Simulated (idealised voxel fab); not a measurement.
The process module that follows is named voxel self aligned contacts.
Each square cell in cross-section cut measures 5 nm, and the section as a whole is 230 nm wide.
In this document a cross-section is written as a grid of square cells. It is given as a series of bands, listed from the top down, and a band is one or more rows of cells. Band: top and bottom heights (nm) first, top before bottom; then materials from left to right, widths in nm. "full width" marks a sole material filling the band edge to edge. "empty" denotes empty space. All heights in this document are referenced to 0, defined as the level beneath which the wafer, as received, consists entirely of one material. The lowest band is not bounded below; it extends indefinitely downward and is written in the form "0..down". Top row gets the first number, bottom row gets the second, and each row in between changes by the same step: that is how a band width like "30 to 40" works. You'll sometimes find "stayed the same" written for a step, and that's the way of saying that nowhere in the cross-section did a cell change during that step. Basically, "Closed void inventory" tells you about the enclosed voids: empty spaces with no open way to the top, 8 cells or bigger, each written width x height at distance, where distance is from the left edge, all in nm. Past the settings on a step's line: simulator remark, on that step. You can add "overlay nm" to a step's line. For a step with a mask, it describes how far the mask lay to the right of its planned position, and a negative number describes a lay to the left.

Intended process steps:
1: RECEIVE,material Si
2: OXIDIZE,depth nm 5
3: DIRECTIONAL_DEP,material polySi,thk nm 30
4: DIRECTIONAL_DEP,material SiN,thk nm 25
5: MASKED_ETCH,tone cover,mask id GATE,width nm 35,pitch nm 80,etch materials SiN,depth nm 25,overlay nm 0
6: MASKED_ETCH,tone cover,mask id GATE,width nm 35,pitch nm 80,etch materials polySi,depth nm 30,overlay nm 0
7: CONFORMAL_DEP,material SiN,thk nm 10
8: DIRECTIONAL_ETCH,etch materials SiN,depth nm 10
9: FILL_DEP,material SiO2,thk nm 15
10: CMP,height nm 65
11: PATTERN,tone open,mask id CONTACT,material resist,width nm 55,pitch nm 80,thk nm 15,overlay nm 0
12: DIRECTIONAL_ETCH,etch materials SiO2,depth nm 70
13: STRIP,etch materials resist
14: CONFORMAL_DEP,material TiN,thk nm 5
15: FILL_DEP,material Ru,thk nm 5
16: CMP,height nm 65
17: CONFORMAL_DEP,material SiCN,thk nm 5
Variable across wafers: step 11 width nm (plan value is that of the first wafer; starting state common to all).

Cross-sectional view of the first of several wafers in the as-received condition, corresponding to the state following step 1:
    0..down: Si full width
    Closed void inventory: none

Take any row and you have a wafer at the end of the module: how many cells of each material it has gained (+) or lost (-) since it was received, and then its closed voids:
width nm 55, +90 Ru, -46 Si, +46 SiCN, +237 SiN, +117 SiO2, +74 TiN, +126 polySi, Closed void inventory: none
width nm 60, +92 Ru, -46 Si, +46 SiCN, +237 SiN, +113 SiO2, +76 TiN, +126 polySi, Closed void inventory: none
width nm 65, +94 Ru, -46 Si, +46 SiCN, +237 SiN, +109 SiO2, +78 TiN, +126 polySi, Closed void inventory: none
